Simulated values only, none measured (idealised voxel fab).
Module name: voxel spacer lines (process module)
cross-section cut | 295 nm wide | cells 5 nm
Cross-sections here: square-cell grids, written as top-down lists of bands, a band being one or more rows of cells. Look at the band entry: it leads with the top's height and the bottom's height in nm. Then it lists the materials left to right, with a width in nm for each. The word "all across" on a single material says that material fills the band edge to edge. The word "air" is empty space. Counting heights begins at 0, where everything beneath is, in the wafer as received, one material. The lowest band has no bottom; it goes on downwards, as "0 and below" shows. Graded width ("30->40"): value in top row of band = first number; value in bottom row = second number; row-to-row change constant. "same as before" for a step: no cell of the cross-section changed in that step. Basically, "closed voids" tells you about the enclosed voids: empty spaces with no open way to the top, 8 cells or bigger, each written width x height at distance, where distance is from the left edge, all in nm. The remark found on a step's line after its settings is issued by the simulator itself and pertains to that step. "overlay nm", when on a step's line for a step with a mask, measures how far to the right of its planned place the mask lay; a negative measure means to the left.
[Intended process steps]
1) RECEIVE with material Si
2) CONFORMAL_DEP with material Al2O3, thk nm 5
3) DIRECTIONAL_DEP with material SiN, thk nm 15
4) DIRECTIONAL_DEP with material aC, thk nm 20
5) PATTERN with tone cover, mask id MANDREL, material resist, width nm 15, pitch nm 60, thk nm 25, overlay nm 0
6) DIRECTIONAL_ETCH with etch materials aC, depth nm 20
7) STRIP with etch materials resist
8) CONFORMAL_DEP with material SiO2, thk nm 15
9) DIRECTIONAL_ETCH with etch materials SiO2, depth nm 15
10) STRIP with etch materials aC
11) DIRECTIONAL_ETCH with etch materials SiN, depth nm 15
12) STRIP with etch materials SiO2
13) FILL_DEP with material SiO2, thk nm 10
14) CMP with height nm 20
[This is the cross-section of the wafer as we received it, i.e. after step 1]
> 0 and below: Si all across
> closed voids: none
[Here's the cross-section of the first of our two wafers at the end of the module - it ran as planned]
> 20 down to 5: 95 nm SiO2, then 15 nm SiN, then 15 nm SiO2, then 15 nm SiN, then 15 nm SiO2, then 15 nm SiN, then 15 nm SiO2, then 15 nm SiN, then 95 nm SiO2
> 5 down to 0: Al2O3 all across
> 0 and below: Si all across
> closed voids: none
[Wafer two (of two), end-of-module cross-section: start = wafer one, plan = wafer one, one run mistake]
> 20 down to 15: SiO2 all across
> 15 down to 0: 95 nm SiO2, then 15 nm SiN, then 15 nm SiO2, then 15 nm SiN, then 15 nm SiO2, then 15 nm SiN, then 15 nm SiO2, then 15 nm SiN, then 95 nm SiO2
> 0 and below: Si all across
> closed voids: none
What went wrong in running the wafer? it should be noted that step 2 of the plan was omitted and was not performed
Materials where the second wafer ends with more or fewer cells than the first: Al2O3: 59 fewer, SiO2: 59 more
